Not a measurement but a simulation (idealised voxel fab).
Process module name: voxel spacer lines
Section shown: cut. Width: 205 nm. Cell size: 5 nm, square.
We lay out every cross-section as a grid of square cells and spell it out in bands from the top down, where one band means one or more rows of cells.
Band entry format. Leading values: height of top, height of bottom, nm. Remainder: materials in left-to-right order, each with its width in nm. Special words: "edge to edge" on a single material, which then fills the band edge to edge; "empty", empty space.
Heights from 0 (as-received wafer is one material below). Bottom band endless downward, as "from 0 down".
The notation "30..40" denotes a width that varies across the rows of cells in the band, beginning at the first number in the top row, finishing at the second number in the bottom row, and changing by an identical amount from each row to the next.
When a step is marked "nothing changed", none of the cells in the cross-section changed during that step.
Heads up: "Enclosed cavity list" only lists the empty pockets with no open path to the top that are 8 cells or more, and it writes them as width x height at distance, distance from the left edge, in nm.
Read whatever lies past the settings on a step's line as the simulator's own remark about the step.
You can add "overlay nm" to a step's line. For a step with a mask, it describes how far the mask lay to the right of its planned position, and a negative number describes a lay to the left.

HERE'S WHAT THE PLANNED PROCESS STEPS LOOK LIKE
1) RECEIVE (material Si)
2) CONFORMAL_DEP (material Al2O3; thk nm 10)
3) DIRECTIONAL_DEP (material polySi; thk nm 20)
4) DIRECTIONAL_DEP (material aC; thk nm 25)
5) PATTERN (tone cover; mask id MANDREL; material resist; width nm 15; pitch nm 60; thk nm 35; overlay nm 0)
6) DIRECTIONAL_ETCH (etch materials aC; depth nm 25)
7) STRIP (etch materials resist)
8) CONFORMAL_DEP (material SiN; thk nm 15)
9) DIRECTIONAL_ETCH (etch materials SiN; depth nm 15)
10) STRIP (etch materials aC)
11) DIRECTIONAL_ETCH (etch materials polySi; depth nm 10)
12) STRIP (etch materials SiN)
13) FILL_DEP (material SiO2; thk nm 10)
14) CMP (height nm 30)
varied across the wafers: depth nm of step 11. The plan shows the first wafer's value. All wafers start alike

THE FIRST OF SEVERAL WAFERS IN CROSS-SECTION, EXACTLY AS IT REACHED US AFTER STEP 1
* from 0 down = Si edge to edge
* Enclosed cavity list: none

WAFER ROWS, END OF MODULE: CELLS PER MATERIAL GAINED (+) OR LOST (-) SINCE RECEIPT; CLOSED VOIDS LAST
depth nm 10, +82 Al2O3, +58 SiO2, +106 polySi, Enclosed cavity list: none
depth nm 15, +82 Al2O3, +87 SiO2, +77 polySi, Enclosed cavity list: none
depth nm 20, +82 Al2O3, +116 SiO2, +48 polySi, Enclosed cavity list: none
depth nm 25, +82 Al2O3, +116 SiO2, +48 polySi, Enclosed cavity list: none
depth nm 30, +82 Al2O3, +116 SiO2, +48 polySi, Enclosed cavity list: none
depth nm 35, +82 Al2O3, +116 SiO2, +48 polySi, Enclosed cavity list: none
